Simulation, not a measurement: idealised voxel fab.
process module | voxel self aligned contacts
cross-section cut | 265 nm wide | cells 5 nm
A cross-section is a grid of square cells, given in bands from the top down. A band is one or more rows of cells.
Each band's line starts with the height of the band's top and of its bottom, in nm. Then come its materials from left to right, each with its width in nm. One material with "throughout" fills the band from edge to edge. "air" is empty space.
Height 0 is the level under which the wafer as received is all one material. The lowest band goes on downwards, as in "0 down".
A width such as "30 to 40" changes by the same amount from each row of cells to the next, from the band's top row to its bottom row.
"no change" after a step means that no cell of the cross-section changed.
closed voids: empty space of 8 cells or more with no open way to the top, each as width x height at its distance from the left edge, in nm
after a step's settings: what the simulator itself notes on the step
overlay nm, on a step with a mask: how far to the right of its planned place the mask lay; to the left if negative
plan
1 op RECEIVE | material Si
2 op OXIDIZE | depth nm 5
3 op DIRECTIONAL_DEP | material polySi | thk nm 30
4 op DIRECTIONAL_DEP | material SiN | thk nm 20
5 op PATTERN | tone cover | mask id GATE | material resist | width nm 30 | pitch nm 65 | thk nm 20 | overlay nm 0
6 op DIRECTIONAL_ETCH | etch materials SiN | depth nm 20
7 op DIRECTIONAL_ETCH | etch materials polySi | depth nm 30
8 op STRIP | etch materials resist
9 op CONFORMAL_DEP | material SiN | thk nm 10
10 op DIRECTIONAL_ETCH | etch materials SiN | depth nm 10
11 op FILL_DEP | material SiO2 | thk nm 15
12 op CMP | height nm 55
13 op DIRECTIONAL_DEP | material aC | thk nm 15
14 op PATTERN | tone open | mask id CONTACT | material resist | width nm 45 | thk nm 30 | overlay nm 0
15 op DIRECTIONAL_ETCH | etch materials aC | depth nm 15
16 op STRIP | etch materials resist
17 op DIRECTIONAL_ETCH | etch materials SiO2 | depth nm 60
18 op STRIP | etch materials aC
19 op CONFORMAL_DEP | material TiN | thk nm 5
20 op FILL_DEP | material Ru | thk nm 10
21 op CMP | height nm 55
22 op CONFORMAL_DEP | material SiN | thk nm 5
as received, after step 1
  0 down: Si throughout
  closed voids: none
a wafer at the end: this start, this plan, one mistake
  60 to 55: SiN throughout
  55 to 50: SiO2 110 | aC 20 | Ru 5 | aC 20 | SiO2 110
  50 to 30: SiO2 75 | SiN 50 | aC 5 | Ru 5 | aC 5 | SiN 50 | SiO2 75
  30 to 0: SiO2 75 | SiN 10 | polySi 30 | SiN 10 | aC 5 | Ru 5 | aC 5 | SiN 10 | polySi 30 | SiN 10 | SiO2 75
  0 to -5: SiO2 125 | aC 15 | SiO2 125
  -5 down: Si throughout
  closed voids: none
what went wrong: step 19 ran as: op CONFORMAL_DEP | material aC | thk nm 5
